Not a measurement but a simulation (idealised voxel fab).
process module | voxel self aligned contacts
cross-section cut | 260 nm wide | cells 5 nm
A cross-section is a grid of square cells, given in bands from the top down. A band is one or more rows of cells.
Each band's line starts with the height of the band's top and of its bottom, in nm. Then come its materials from left to right, each with its width in nm. One material with "throughout" fills the band from edge to edge. "air" is empty space.
Height 0 is the level under which the wafer as received is all one material. The lowest band goes on downwards, as in "0 down".
A width such as "30 to 40" changes by the same amount from each row of cells to the next, from the band's top row to its bottom row.
"no change" after a step means that no cell of the cross-section changed.
closed voids: empty space of 8 cells or more with no open way to the top, each as width x height at its distance from the left edge, in nm
after a step's settings: what the simulator itself notes on the step
overlay nm, on a step with a mask: how far to the right of its planned place the mask lay; to the left if negative
plan
1 op RECEIVE | material Si
2 op CONFORMAL_DEP | material SiO2 | thk nm 5
3 op DIRECTIONAL_DEP | material polySi | thk nm 25
4 op DIRECTIONAL_DEP | material SiN | thk nm 25
5 op PATTERN | tone cover | mask id GATE | material resist | width nm 25 | pitch nm 70 | thk nm 20 | overlay nm 0
6 op DIRECTIONAL_ETCH | etch materials SiN | depth nm 25
7 op DIRECTIONAL_ETCH | etch materials polySi | depth nm 25
8 op STRIP | etch materials resist
9 op CONFORMAL_DEP | material SiN | thk nm 10
10 op DIRECTIONAL_ETCH | etch materials SiN | depth nm 10
11 op FILL_DEP | material SiO2 | thk nm 20
12 op CMP | height nm 65
13 op MASKED_ETCH | tone open | mask id CONTACT | width nm 55 | etch materials SiO2 | depth nm 65 | overlay nm 0
14 op CONFORMAL_DEP | material TiN | thk nm 5
15 op FILL_DEP | material Ru | thk nm 5
16 op CMP | height nm 65
17 op CONFORMAL_DEP | material SiN | thk nm 5
as received, after step 1
  0 down: Si throughout
  closed voids: none
a wafer at the end: this start, this plan, one mistake
  70 to 65: SiN throughout
  65 to 55: SiO2 70 | SiN 45 | TiN 5 | Ru 15 | TiN 5 | SiN 45 | SiO2 75
  55 to 35: SiO2 70 | SiN 10 | polySi 25 | SiN 10 | TiN 5 | Ru 15 | TiN 5 | SiN 10 | polySi 25 | SiN 10 | SiO2 75
  35 to 30: SiO2 70 | SiN 10 | polySi 25 | SiN 10 | TiN 25 | SiN 10 | polySi 25 | SiN 10 | SiO2 75
  30 to 5: polySi throughout
  5 to 0: SiO2 throughout
  0 down: Si throughout
  closed voids: none
what went wrong: step 3 was run twice
